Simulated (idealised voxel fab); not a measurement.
A process module follows: voxel gate over fins.
Square cells of 5 nm make up the cross-section cut, whose width is 200 nm.
Cross-section = grid of square cells, listed top down in bands; band = one or more rows. Look at the band entry: it leads with the top's height and the bottom's height in nm. Then it lists the materials left to right, with a width in nm for each. The word "all across" on a single material says that material fills the band edge to edge. The word "blank" is empty space. Heights are measured from 0, the level below which the as-received wafer is all one material; the lowest band has no bottom and continues downward, written as in "0 -> down". With a width like "30..40", each row of cells in the band differs from the next by the same amount, the top row carrying the first number and the bottom row the second. No cell of the cross-section changed in a step that is given as "same as before". Basically, "Voids, fully enclosed" tells you about the enclosed voids: empty spaces with no open way to the top, 8 cells or bigger, each written width x height at distance, where distance is from the left edge, all in nm. It should be noted that, on the line of a given step, the content following the step's settings is a remark produced by the simulator itself with respect to that step. overlay nm: how far to the right of its planned place the mask lay on this masked step (negative: to the left).

The following list gives the planned process steps
1,RECEIVE with material Si
2,CONFORMAL_DEP with material SiN, thk nm 5
3,PATTERN with tone cover, mask id FINS, material resist, width nm 15, pitch nm 50, thk nm 15, overlay nm 0
4,DIRECTIONAL_ETCH with etch materials SiN, depth nm 5
5,DIRECTIONAL_ETCH with etch materials Si, depth nm 30
6,STRIP with etch materials resist
7,FILL_DEP with material SiO2, thk nm 15
8,CMP with height nm 5
9,MASKED_ETCH with tone open, mask id RAIL, width nm 15, etch materials SiO2, depth nm 30, overlay nm 0
10,CONFORMAL_DEP with material TiN, thk nm 5
11,FILL_DEP with material W, thk nm 5
12,CMP with height nm 5
13,SELECTIVE_ETCH with etch materials W Ru TiN, depth nm 25
14,FILL_DEP with material SiO2, thk nm 5
15,CMP with height nm 5
16,SELECTIVE_ETCH with etch materials SiO2, depth nm 15
17,STRIP with etch materials SiN
18,CONFORMAL_DEP with material HfO2, thk nm 5
19,CONFORMAL_DEP with material TiN, thk nm 5
20,FILL_DEP with material W, thk nm 15
21,CMP with height nm 20
22,CONFORMAL_DEP with material SiN, thk nm 5

Concerning the first of two wafers, which was run in accordance with the plan

Step 1 complete: cross-section of the wafer as received
    0 -> down = Si all across
    Voids, fully enclosed: none

Cross-sectional representation of the wafer at the conclusion of step 2
    5 -> 0 = SiN all across
    Under 0: no change, same as before.

Cross-sectional representation of the wafer at the conclusion of step 3
    20 -> 5 = blank: 15, then resist: 15, then blank: 35, then resist: 15, then blank: 35, then resist: 15, then blank: 35, then resist: 15, then blank: 20
    Under 5: no change, same as before.

Cross-sectional representation of the wafer at the conclusion of step 4
    20 -> 5 = blank: 15, then resist: 15, then blank: 35, then resist: 15, then blank: 35, then resist: 15, then blank: 35, then resist: 15, then blank: 20
    5 -> 0 = blank: 15, then SiN: 15, then blank: 35, then SiN: 15, then blank: 35, then SiN: 15, then blank: 35, then SiN: 15, then blank: 20
    Under 0: no change, same as before.

Cross-sectional representation of the wafer at the conclusion of step 5
    20 -> 5 = blank: 15, then resist: 15, then blank: 35, then resist: 15, then blank: 35, then resist: 15, then blank: 35, then resist: 15, then blank: 20
    5 -> 0 = blank: 15, then SiN: 15, then blank: 35, then SiN: 15, then blank: 35, then SiN: 15, then blank: 35, then SiN: 15, then blank: 20
    0 -> -30 = blank: 15, then Si: 15, then blank: 35, then Si: 15, then blank: 35, then Si: 15, then blank: 35, then Si: 15, then blank: 20
    Under -30: no change, same as before.

Cross-sectional representation of the wafer at the conclusion of step 6
    5 -> 0 = blank: 15, then SiN: 15, then blank: 35, then SiN: 15, then blank: 35, then SiN: 15, then blank: 35, then SiN: 15, then blank: 20
    Under 0: no change, same as before.

Cross-sectional representation of the wafer at the conclusion of step 7
    20 -> 5 = SiO2 all across
    5 -> 0 = SiO2: 15, then SiN: 15, then SiO2: 35, then SiN: 15, then SiO2: 35, then SiN: 15, then SiO2: 35, then SiN: 15, then SiO2: 20
    0 -> -30 = SiO2: 15, then Si: 15, then SiO2: 35, then Si: 15, then SiO2: 35, then Si: 15, then SiO2: 35, then Si: 15, then SiO2: 20
    Under -30: no change, same as before.

Cross-sectional representation of the wafer at the conclusion of step 8
    5 -> 0 = SiO2: 15, then SiN: 15, then SiO2: 35, then SiN: 15, then SiO2: 35, then SiN: 15, then SiO2: 35, then SiN: 15, then SiO2: 20
    Under 0: no change, same as before.

Cross-sectional representation of the wafer at the conclusion of step 9
    5 -> 0 = SiO2: 15, then SiN: 15, then SiO2: 10, then blank: 15, then SiO2: 10, then SiN: 15, then SiO2: 35, then SiN: 15, then SiO2: 35, then SiN: 15, then SiO2: 20
    0 -> -25 = SiO2: 15, then Si: 15, then SiO2: 10, then blank: 15, then SiO2: 10, then Si: 15, then SiO2: 35, then Si: 15, then SiO2: 35, then Si: 15, then SiO2: 20
    Under -25: no change, same as before.

Cross-sectional representation of the wafer at the conclusion of step 10
    10 -> 5 = TiN: 45, then blank: 5, then TiN: 150
    5 -> 0 = SiO2: 15, then SiN: 15, then SiO2: 10, then TiN: 5, then blank: 5, then TiN: 5, then SiO2: 10, then SiN: 15, then SiO2: 35, then SiN: 15, then SiO2: 35, then SiN: 15, then SiO2: 20
    0 -> -20 = SiO2: 15, then Si: 15, then SiO2: 10, then TiN: 5, then blank: 5, then TiN: 5, then SiO2: 10, then Si: 15, then SiO2: 35, then Si: 15, then SiO2: 35, then Si: 15, then SiO2: 20
    -20 -> -25 = SiO2: 15, then Si: 15, then SiO2: 10, then TiN: 15, then SiO2: 10, then Si: 15, then SiO2: 35, then Si: 15, then SiO2: 35, then Si: 15, then SiO2: 20
    Under -25: no change, same as before.

Cross-sectional representation of the wafer at the conclusion of step 11
    15 -> 10 = W all across
    10 -> 5 = TiN: 45, then W: 5, then TiN: 150
    5 -> 0 = SiO2: 15, then SiN: 15, then SiO2: 10, then TiN: 5, then W: 5, then TiN: 5, then SiO2: 10, then SiN: 15, then SiO2: 35, then SiN: 15, then SiO2: 35, then SiN: 15, then SiO2: 20
    0 -> -20 = SiO2: 15, then Si: 15, then SiO2: 10, then TiN: 5, then W: 5, then TiN: 5, then SiO2: 10, then Si: 15, then SiO2: 35, then Si: 15, then SiO2: 35, then Si: 15, then SiO2: 20
    Under -20: no change, same as before.

Cross-sectional representation of the wafer at the conclusion of step 12
    5 -> 0 = SiO2: 15, then SiN: 15, then SiO2: 10, then TiN: 5, then W: 5, then TiN: 5, then SiO2: 10, then SiN: 15, then SiO2: 35, then SiN: 15, then SiO2: 35, then SiN: 15, then SiO2: 20
    Under 0: no change, same as before.

Cross-sectional representation of the wafer at the conclusion of step 13
    5 -> 0 = SiO2: 15, then SiN: 15, then SiO2: 10, then blank: 15, then SiO2: 10, then SiN: 15, then SiO2: 35, then SiN: 15, then SiO2: 35, then SiN: 15, then SiO2: 20
    0 -> -20 = SiO2: 15, then Si: 15, then SiO2: 10, then blank: 15, then SiO2: 10, then Si: 15, then SiO2: 35, then Si: 15, then SiO2: 35, then Si: 15, then SiO2: 20
    Under -20: no change, same as before.

Cross-sectional representation of the wafer at the conclusion of step 14
    10 -> 5 = SiO2 all across
    5 -> 0 = SiO2: 15, then SiN: 15, then SiO2: 35, then SiN: 15, then SiO2: 35, then SiN: 15, then SiO2: 35, then SiN: 15, then SiO2: 20
    0 -> -20 = SiO2: 15, then Si: 15, then SiO2: 35, then Si: 15, then SiO2: 35, then Si: 15, then SiO2: 35, then Si: 15, then SiO2: 20
    Under -20: no change, same as before.

Cross-sectional representation of the wafer at the conclusion of step 15
    5 -> 0 = SiO2: 15, then SiN: 15, then SiO2: 35, then SiN: 15, then SiO2: 35, then SiN: 15, then SiO2: 35, then SiN: 15, then SiO2: 20
    Under 0: no change, same as before.

Cross-sectional representation of the wafer at the conclusion of step 16
    5 -> 0 = blank: 15, then SiN: 15, then blank: 35, then SiN: 15, then blank: 35, then SiN: 15, then blank: 35, then SiN: 15, then blank: 20
    0 -> -10 = blank: 15, then Si: 15, then blank: 35, then Si: 15, then blank: 35, then Si: 15, then blank: 35, then Si: 15, then blank: 20
    Under -10: no change, same as before.

Cross-sectional representation of the wafer at the conclusion of step 17
    0 -> -10 = blank: 15, then Si: 15, then blank: 35, then Si: 15, then blank: 35, then Si: 15, then blank: 35, then Si: 15, then blank: 20
    Under -10: no change, same as before.

Cross-sectional representation of the wafer at the conclusion of step 18
    5 -> 0 = blank: 10, then HfO2: 25, then blank: 25, then HfO2: 25, then blank: 25, then HfO2: 25, then blank: 25, then HfO2: 25, then blank: 15
    0 -> -5 = blank: 10, then HfO2: 5, then Si: 15, then HfO2: 5, then blank: 25, then HfO2: 5, then Si: 15, then HfO2: 5, then blank: 25, then HfO2: 5, then Si: 15, then HfO2: 5, then blank: 25, then HfO2: 5, then Si: 15, then HfO2: 5, then blank: 15
    -5 -> -10 = HfO2: 15, then Si: 15, then HfO2: 35, then Si: 15, then HfO2: 35, then Si: 15, then HfO2: 35, then Si: 15, then HfO2: 20
    Under -10: no change, same as before.

Cross-sectional representation of the wafer at the conclusion of step 19
    10 -> 5 = blank: 5, then TiN: 35, then blank: 15, then TiN: 35, then blank: 15, then TiN: 35, then blank: 15, then TiN: 35, then blank: 10
    5 -> 0 = blank: 5, then TiN: 5, then HfO2: 25, then TiN: 5, then blank: 15, then TiN: 5, then HfO2: 25, then TiN: 5, then blank: 15, then TiN: 5, then HfO2: 25, then TiN: 5, then blank: 15, then TiN: 5, then HfO2: 25, then TiN: 5, then blank: 10
    0 -> -5 = TiN: 10, then HfO2: 5, then Si: 15, then HfO2: 5, then TiN: 25, then HfO2: 5, then Si: 15, then HfO2: 5, then TiN: 25, then HfO2: 5, then Si: 15, then HfO2: 5, then TiN: 25, then HfO2: 5, then Si: 15, then HfO2: 5, then TiN: 15
    Under -5: no change, same as before.

Cross-sectional representation of the wafer at the conclusion of step 20
    25 -> 10 = W all across
    10 -> 5 = W: 5, then TiN: 35, then W: 15, then TiN: 35, then W: 15, then TiN: 35, then W: 15, then TiN: 35, then W: 10
    5 -> 0 = W: 5, then TiN: 5, then HfO2: 25, then TiN: 5, then W: 15, then TiN: 5, then HfO2: 25, then TiN: 5, then W: 15, then TiN: 5, then HfO2: 25, then TiN: 5, then W: 15, then TiN: 5, then HfO2: 25, then TiN: 5, then W: 10
    Under 0: no change, same as before.

Cross-sectional representation of the wafer at the conclusion of step 21
    20 -> 10 = W all across
    Under 10: no change, same as before.

Cross-sectional representation of the wafer at the conclusion of step 22
    25 -> 20 = SiN all across
    Under 20: no change, same as before.

Okay, second wafer. Nothing different at the start, nothing different in the plan, just one mistake somewhere in the running. As far as step 8, counting that step, it's the first wafer all over again

Second wafer: cross-section at the scheduled end of step 9
    5 -> 0 = SiO2: 15, then SiN: 15, then SiO2: 10, then blank: 20, then SiO2: 5, then SiN: 15, then SiO2: 35, then SiN: 15, then SiO2: 35, then SiN: 15, then SiO2: 20
    0 -> -25 = SiO2: 15, then Si: 15, then SiO2: 10, then blank: 20, then SiO2: 5, then Si: 15, then SiO2: 35, then Si: 15, then SiO2: 35, then Si: 15, then SiO2: 20
    Under -25: no change, same as before.

Second wafer: cross-section at the scheduled end of step 10
    10 -> 5 = TiN: 45, then blank: 10, then TiN: 145
    5 -> 0 = SiO2: 15, then SiN: 15, then SiO2: 10, then TiN: 5, then blank: 10, then TiN: 5, then SiO2: 5, then SiN: 15, then SiO2: 35, then SiN: 15, then SiO2: 35, then SiN: 15, then SiO2: 20
    0 -> -20 = SiO2: 15, then Si: 15, then SiO2: 10, then TiN: 5, then blank: 10, then TiN: 5, then SiO2: 5, then Si: 15, then SiO2: 35, then Si: 15, then SiO2: 35, then Si: 15, then SiO2: 20
    -20 -> -25 = SiO2: 15, then Si: 15, then SiO2: 10, then TiN: 20, then SiO2: 5, then Si: 15, then SiO2: 35, then Si: 15, then SiO2: 35, then Si: 15, then SiO2: 20
    Under -25: no change, same as before.

Second wafer: cross-section at the scheduled end of step 11
    15 -> 10 = W all across
    10 -> 5 = TiN: 45, then W: 10, then TiN: 145
    5 -> 0 = SiO2: 15, then SiN: 15, then SiO2: 10, then TiN: 5, then W: 10, then TiN: 5, then SiO2: 5, then SiN: 15, then SiO2: 35, then SiN: 15, then SiO2: 35, then SiN: 15, then SiO2: 20
    0 -> -20 = SiO2: 15, then Si: 15, then SiO2: 10, then TiN: 5, then W: 10, then TiN: 5, then SiO2: 5, then Si: 15, then SiO2: 35, then Si: 15, then SiO2: 35, then Si: 15, then SiO2: 20
    Under -20: no change, same as before.

Second wafer: cross-section at the scheduled end of step 12
    5 -> 0 = SiO2: 15, then SiN: 15, then SiO2: 10, then TiN: 5, then W: 10, then TiN: 5, then SiO2: 5, then SiN: 15, then SiO2: 35, then SiN: 15, then SiO2: 35, then SiN: 15, then SiO2: 20
    Under 0: no change, same as before.

Second wafer: cross-section at the scheduled end of step 13
    5 -> 0 = SiO2: 15, then SiN: 15, then SiO2: 10, then blank: 20, then SiO2: 5, then SiN: 15, then SiO2: 35, then SiN: 15, then SiO2: 35, then SiN: 15, then SiO2: 20
    0 -> -20 = SiO2: 15, then Si: 15, then SiO2: 10, then blank: 20, then SiO2: 5, then Si: 15, then SiO2: 35, then Si: 15, then SiO2: 35, then Si: 15, then SiO2: 20
    Under -20: no change, same as before.

Second wafer: cross-section at the scheduled end of step 14
    10 -> 5 = SiO2 all across
    5 -> 0 = SiO2: 15, then SiN: 15, then SiO2: 35, then SiN: 15, then SiO2: 35, then SiN: 15, then SiO2: 35, then SiN: 15, then SiO2: 20
    0 -> -20 = SiO2: 15, then Si: 15, then SiO2: 35, then Si: 15, then SiO2: 35, then Si: 15, then SiO2: 35, then Si: 15, then SiO2: 20
    Under -20: no change, same as before.

Second wafer: cross-section at the scheduled end of step 15
    5 -> 0 = SiO2: 15, then SiN: 15, then SiO2: 35, then SiN: 15, then SiO2: 35, then SiN: 15, then SiO2: 35, then SiN: 15, then SiO2: 20
    Under 0: no change, same as before.

Second wafer: cross-section at the scheduled end of step 16
    5 -> 0 = blank: 15, then SiN: 15, then blank: 35, then SiN: 15, then blank: 35, then SiN: 15, then blank: 35, then SiN: 15, then blank: 20
    0 -> -10 = blank: 15, then Si: 15, then blank: 35, then Si: 15, then blank: 35, then Si: 15, then blank: 35, then Si: 15, then blank: 20
    Under -10: no change, same as before.

Second wafer: cross-section at the scheduled end of step 17
    0 -> -10 = blank: 15, then Si: 15, then blank: 35, then Si: 15, then blank: 35, then Si: 15, then blank: 35, then Si: 15, then blank: 20
    Under -10: no change, same as before.

Second wafer: cross-section at the scheduled end of step 18
    5 -> 0 = blank: 10, then HfO2: 25, then blank: 25, then HfO2: 25, then blank: 25, then HfO2: 25, then blank: 25, then HfO2: 25, then blank: 15
    0 -> -5 = blank: 10, then HfO2: 5, then Si: 15, then HfO2: 5, then blank: 25, then HfO2: 5, then Si: 15, then HfO2: 5, then blank: 25, then HfO2: 5, then Si: 15, then HfO2: 5, then blank: 25, then HfO2: 5, then Si: 15, then HfO2: 5, then blank: 15
    -5 -> -10 = HfO2: 15, then Si: 15, then HfO2: 35, then Si: 15, then HfO2: 35, then Si: 15, then HfO2: 35, then Si: 15, then HfO2: 20
    Under -10: no change, same as before.

Second wafer: cross-section at the scheduled end of step 19
    10 -> 5 = blank: 5, then TiN: 35, then blank: 15, then TiN: 35, then blank: 15, then TiN: 35, then blank: 15, then TiN: 35, then blank: 10
    5 -> 0 = blank: 5, then TiN: 5, then HfO2: 25, then TiN: 5, then blank: 15, then TiN: 5, then HfO2: 25, then TiN: 5, then blank: 15, then TiN: 5, then HfO2: 25, then TiN: 5, then blank: 15, then TiN: 5, then HfO2: 25, then TiN: 5, then blank: 10
    0 -> -5 = TiN: 10, then HfO2: 5, then Si: 15, then HfO2: 5, then TiN: 25, then HfO2: 5, then Si: 15, then HfO2: 5, then TiN: 25, then HfO2: 5, then Si: 15, then HfO2: 5, then TiN: 25, then HfO2: 5, then Si: 15, then HfO2: 5, then TiN: 15
    Under -5: no change, same as before.

Second wafer: cross-section at the scheduled end of step 20
    25 -> 10 = W all across
    10 -> 5 = W: 5, then TiN: 35, then W: 15, then TiN: 35, then W: 15, then TiN: 35, then W: 15, then TiN: 35, then W: 10
    5 -> 0 = W: 5, then TiN: 5, then HfO2: 25, then TiN: 5, then W: 15, then TiN: 5, then HfO2: 25, then TiN: 5, then W: 15, then TiN: 5, then HfO2: 25, then TiN: 5, then W: 15, then TiN: 5, then HfO2: 25, then TiN: 5, then W: 10
    Under 0: no change, same as before.

Second wafer: cross-section at the scheduled end of step 21
    20 -> 10 = W all across
    Under 10: no change, same as before.

Second wafer: cross-section at the scheduled end of step 22
    25 -> 20 = SiN all across
    Under 20: no change, same as before.
Run error: step 9 was run on a setting that differed from the plan, and what really ran there is MASKED_ETCH with tone open, mask id RAIL, width nm 20, etch materials SiO2, depth nm 30, overlay nm 0
Wafer comparison, final, in cells, second relative to first, materials more or fewer: -1 SiO2; +1 TiN
